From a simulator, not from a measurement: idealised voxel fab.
process module | voxel spacer lines
cross-section cut | 210 nm wide | cells 5 nm
A cross-section is a grid of square cells, given in bands from the top down. A band is one or more rows of cells.
Each band's line starts with the height of the band's top and of its bottom, in nm. Then come its materials from left to right, each with its width in nm. One material with "throughout" fills the band from edge to edge. "air" is empty space.
Height 0 is the level under which the wafer as received is all one material. The lowest band goes on downwards, as in "0 down".
A width such as "30 to 40" changes by the same amount from each row of cells to the next, from the band's top row to its bottom row.
"no change" after a step means that no cell of the cross-section changed.
closed voids: empty space of 8 cells or more with no open way to the top, each as width x height at its distance from the left edge, in nm
after a step's settings: what the simulator itself notes on the step
overlay nm, on a step with a mask: how far to the right of its planned place the mask lay; to the left if negative
plan
1 op RECEIVE | material Si
2 op CONFORMAL_DEP | material Al2O3 | thk nm 10
3 op DIRECTIONAL_DEP | material TiN | thk nm 10
4 op DIRECTIONAL_DEP | material polySi | thk nm 30
5 op PATTERN | tone cover | mask id MANDREL | material resist | width nm 15 | pitch nm 50 | thk nm 40 | overlay nm 0
6 op DIRECTIONAL_ETCH | etch materials polySi | depth nm 30
7 op STRIP | etch materials resist
8 op CONFORMAL_DEP | material SiO2 | thk nm 10
9 op DIRECTIONAL_ETCH | etch materials SiO2 | depth nm 10
10 op STRIP | etch materials polySi
11 op DIRECTIONAL_ETCH | etch materials TiN | depth nm 10
12 op STRIP | etch materials SiO2
as received, after step 1
  0 down: Si throughout
  closed voids: none
first wafer at the end, as planned
  20 to 10: air 35 | TiN 10 | air 15 | TiN 10 | air 15 | TiN 10 | air 15 | TiN 10 | air 15 | TiN 10 | air 15 | TiN 10 | air 40
  10 to 0: Al2O3 throughout
  0 down: Si throughout
  closed voids: none
second wafer at the end: like start, like plan, one mistake
  20 to 10: air 45 | TiN 15 | air 35 | TiN 15 | air 35 | TiN 15 | air 50
  10 to 0: Al2O3 throughout
  0 down: Si throughout
  closed voids: none
what went wrong: step 5 ran as: op PATTERN | tone open | mask id MANDREL | material resist | width nm 15 | pitch nm 50 | thk nm 40 | overlay nm 0
at the end the second wafer has, in cells: 6 fewer of TiN
